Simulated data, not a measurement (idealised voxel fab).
Name of the process module below: voxel self aligned vias
It is cross-section cut that appears here, measuring 260 nm in width, its square cells being 5 nm in size.
A cross-section is written here as square cells arranged in a grid, and it is given in bands from the top down, each band taking up one or more rows of cells. Heads up on the band format: heights come first, top then bottom, in nm. After that it's the materials left to right, each with its width in nm. A single material flagged "everywhere" fills the whole band edge to edge, and "empty" means there's empty space there. The level at which height equals 0 is the one under which the wafer, as it arrives, is entirely one material. No lower edge exists for the bottom band, which continues downward and is notated as in "0..down". The notation "30..40" denotes a width that varies across the rows of cells in the band, beginning at the first number in the top row, finishing at the second number in the bottom row, and changing by an identical amount from each row to the next. When a step is marked "no modifications", none of the cells in the cross-section changed during that step. If an empty space has no open way to the top and is at least 8 cells in size, "Voids lacking openings" lists it, written width x height at distance, where distance is measured from the left edge and every value is in nm. after a step's settings: what the simulator itself notes on the step. What "overlay nm" on a step's line means: if the step has a mask, that mask lay this far to the right of its planned place, or, when the value is negative, to the left.
STEPS IN THE PROCESS PLAN
step 1: RECEIVE | material Si
step 2: CONFORMAL_DEP | material SiO2 | thk nm 10
step 3: CONFORMAL_DEP | material SiCN | thk nm 5
step 4: DIRECTIONAL_DEP | material lowk | thk nm 30
step 5: DIRECTIONAL_DEP | material aC | thk nm 15
step 6: PATTERN | tone open | mask id LINES | material resist | width nm 20 | pitch nm 60 | thk nm 30 | overlay nm 0
step 7: DIRECTIONAL_ETCH | etch materials aC | depth nm 15
step 8: STRIP | etch materials resist
step 9: DIRECTIONAL_ETCH | etch materials lowk | depth nm 30
step 10: STRIP | etch materials aC
step 11: CONFORMAL_DEP | material TiN | thk nm 5
step 12: FILL_DEP | material Ru | thk nm 5
step 13: CMP | height nm 45
step 14: SELECTIVE_ETCH | etch materials W Ru TiN | depth nm 5
step 15: FILL_DEP | material SiN | thk nm 5
step 16: CMP | height nm 45
step 17: DIRECTIONAL_DEP | material lowk | thk nm 20
step 18: MASKED_ETCH | tone open | mask id VIAS | width nm 40 | pitch nm 60 | etch materials lowk | depth nm 20 | overlay nm 0
step 19: MASKED_ETCH | tone open | mask id VIAS | width nm 40 | pitch nm 60 | etch materials SiN | depth nm 5 | overlay nm 0
step 20: CONFORMAL_DEP | material TiN | thk nm 5
step 21: FILL_DEP | material W | thk nm 5
step 22: CMP | height nm 65
step 23: CONFORMAL_DEP | material SiN | thk nm 5
AS-RECEIVED WAFER CROSS-SECTION (AFTER STEP 1)
0..down = Si everywhere
Voids lacking openings: none
FINAL CROSS-SECTION, MODULE RUN WITH ONE MISTAKE (START AND PLAN AS ABOVE)
70..65 = SiN everywhere
65..50 = lowk (80) | TiN (5) | W (30) | TiN (5) | lowk (20) | TiN (5) | W (30) | TiN (5) | lowk (80)
50..45 = lowk (80) | TiN (40) | lowk (20) | TiN (40) | lowk (80)
45..40 = SiN (80) | TiN (10) | lowk (20) | TiN (10) | SiN (20) | TiN (10) | lowk (20) | TiN (10) | SiN (80)
40..20 = Ru (85) | TiN (5) | lowk (20) | TiN (5) | Ru (30) | TiN (5) | lowk (20) | TiN (5) | Ru (85)
20..15 = TiN (90) | lowk (20) | TiN (40) | lowk (20) | TiN (90)
15..10 = SiCN everywhere
10..0 = SiO2 everywhere
0..down = Si everywhere
Voids lacking openings: none
Deviation noted in wafer processing: planned and actual differ for step 6; actual: PATTERN | tone cover | mask id LINES | material resist | width nm 20 | pitch nm 60 | thk nm 30 | overlay nm 0
